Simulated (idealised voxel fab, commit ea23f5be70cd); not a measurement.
A process module follows: voxel fin reveal.
Cross-section cut spans 195 nm and uses square cells 5 nm in size.
In what follows, cross-sections appear as grids of square cells, described through bands that run from the top down, where every band is one or more rows of cells. In this notation a band is specified by the heights of its top and bottom, in that order and in nm, after which its materials appear from left to right, each paired with its width in nm. The word "all across" attached to a single material means that material fills the band from edge to edge; the word "blank" stands for empty space. Height reference: 0 = level under which incoming wafer is all one material. Lowest band: no bottom, runs on downward, e.g. "0..down". You'd read "30 to 40" like this: the band's top row of cells is as wide as the first number, its bottom row is as wide as the second, and going down, every row changes width by the same amount as the row before did. When a step is marked "all unchanged", none of the cells in the cross-section changed during that step. You'll see "Fully enclosed voids" listing empty spaces that have no way open to the top, as long as they're 8 cells or more; the notation is width x height at distance, where the distance is from the left edge, and all of it is in nm. Step line, after settings: the simulator's comment on this step. overlay nm: where the mask lay relative to plan, measured to the right, on steps with a mask; negatives go left.
The planned process steps are enumerated hereunder:
- 1: RECEIVE: material Si
- 2: CONFORMAL_DEP: material SiN, thk nm 5
- 3: PATTERN: tone cover, mask id FINS, material resist, width nm 15, pitch nm 35, thk nm 20, overlay nm 0
- 4: DIRECTIONAL_ETCH: etch materials SiN, depth nm 5
- 5: DIRECTIONAL_ETCH: etch materials Si, depth nm 40
- 6: STRIP: etch materials resist
- 7: FILL_DEP: material SiO2, thk nm 10
- 8: CMP: height nm 5
- 9: SELECTIVE_ETCH: etch materials SiO2, depth nm 30
- 10: STRIP: etch materials SiN
- 11: CONFORMAL_DEP: material SiO2, thk nm 5
As received, after step 1:
	0..down | Si all across
	Fully enclosed voids: none
Wafer cross-section at end of module: start and plan as shown above, one execution error:
	5..0 | blank (65), then SiN (25), then blank (10), then SiN (25), then blank (70)
	0..-20 | blank (65), then SiN (5), then Si (15), then SiN (5), then blank (10), then SiN (5), then Si (15), then SiN (5), then blank (70)
	-20..-25 | SiN (70), then Si (15), then SiN (20), then Si (15), then SiN (75)
	-25..-40 | SiO2 (70), then Si (15), then SiO2 (20), then Si (15), then SiO2 (75)
	-40..down | Si all across
	Fully enclosed voids: none
Against the plan, the run slipped here: step 11 changed vs plan, executed as CONFORMAL_DEP: material SiN, thk nm 5
